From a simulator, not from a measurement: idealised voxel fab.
process module | voxel gate over fins
cross-section cut | 285 nm wide | cells 5 nm
A cross-section is a grid of square cells, given in bands from the top down. A band is one or more rows of cells.
Each band's line starts with the height of the band's top and of its bottom, in nm. Then come its materials from left to right, each with its width in nm. One material with "throughout" fills the band from edge to edge. "air" is empty space.
Height 0 is the level under which the wafer as received is all one material. The lowest band goes on downwards, as in "0 down".
A width such as "30 to 40" changes by the same amount from each row of cells to the next, from the band's top row to its bottom row.
"no change" after a step means that no cell of the cross-section changed.
closed voids: empty space of 8 cells or more with no open way to the top, each as width x height at its distance from the left edge, in nm
after a step's settings: what the simulator itself notes on the step
overlay nm, on a step with a mask: how far to the right of its planned place the mask lay; to the left if negative
plan
1 op RECEIVE | material Si
2 op CONFORMAL_DEP | material SiN | thk nm 10
3 op MASKED_ETCH | tone cover | mask id FINS | width nm 15 | pitch nm 40 | etch materials SiN | depth nm 10 | overlay nm 0
4 op MASKED_ETCH | tone cover | mask id FINS | width nm 15 | pitch nm 40 | etch materials Si | depth nm 40 | overlay nm 0
5 op OXIDIZE | depth nm 5
6 op FILL_DEP | material SiO2 | thk nm 10
7 op CMP | height nm 10
8 op SELECTIVE_ETCH | etch materials SiO2 | depth nm 25
9 op STRIP | etch materials SiN
10 op CONFORMAL_DEP | material HfO2 | thk nm 5
11 op CONFORMAL_DEP | material TiN | thk nm 5
12 op FILL_DEP | material W | thk nm 15
13 op CMP | height nm 20
14 op CONFORMAL_DEP | material SiN | thk nm 5
as received, after step 1
  0 down: Si throughout
  closed voids: none
a wafer at the end: this start, this plan, one mistake
  25 to 20: SiN throughout
  20 to 10: W throughout
  10 to 5: W 70 | TiN 25 | W 15 | TiN 25 | W 15 | TiN 25 | W 15 | TiN 25 | W 70
  5 to 0: W 65 | TiN 10 | HfO2 15 | TiN 5 | W 10 | TiN 10 | HfO2 15 | TiN 5 | W 10 | TiN 10 | HfO2 15 | TiN 5 | W 10 | TiN 10 | HfO2 15 | TiN 5 | W 70
  0 to -5: W 65 | TiN 5 | HfO2 10 | Si 5 | HfO2 5 | TiN 5 | W 10 | TiN 5 | HfO2 10 | Si 5 | HfO2 5 | TiN 5 | W 10 | TiN 5 | HfO2 10 | Si 5 | HfO2 5 | TiN 5 | W 10 | TiN 5 | HfO2 10 | Si 5 | HfO2 5 | TiN 5 | W 70
  -5 to -10: TiN 70 | HfO2 5 | Si 10 | HfO2 5 | TiN 20 | HfO2 5 | Si 10 | HfO2 5 | TiN 20 | HfO2 5 | Si 10 | HfO2 5 | TiN 20 | HfO2 5 | Si 10 | HfO2 5 | TiN 75
  -10 to -15: HfO2 75 | Si 10 | HfO2 30 | Si 10 | HfO2 30 | Si 10 | HfO2 30 | Si 10 | HfO2 80
  -15 to -45: SiO2 75 | Si 10 | SiO2 30 | Si 10 | SiO2 30 | Si 10 | SiO2 30 | Si 10 | SiO2 80
  -45 down: Si throughout
  closed voids: none
what went wrong: step 4 ran as: op MASKED_ETCH | tone cover | mask id FINS | width nm 15 | pitch nm 40 | etch materials Si | depth nm 40 | overlay nm -5
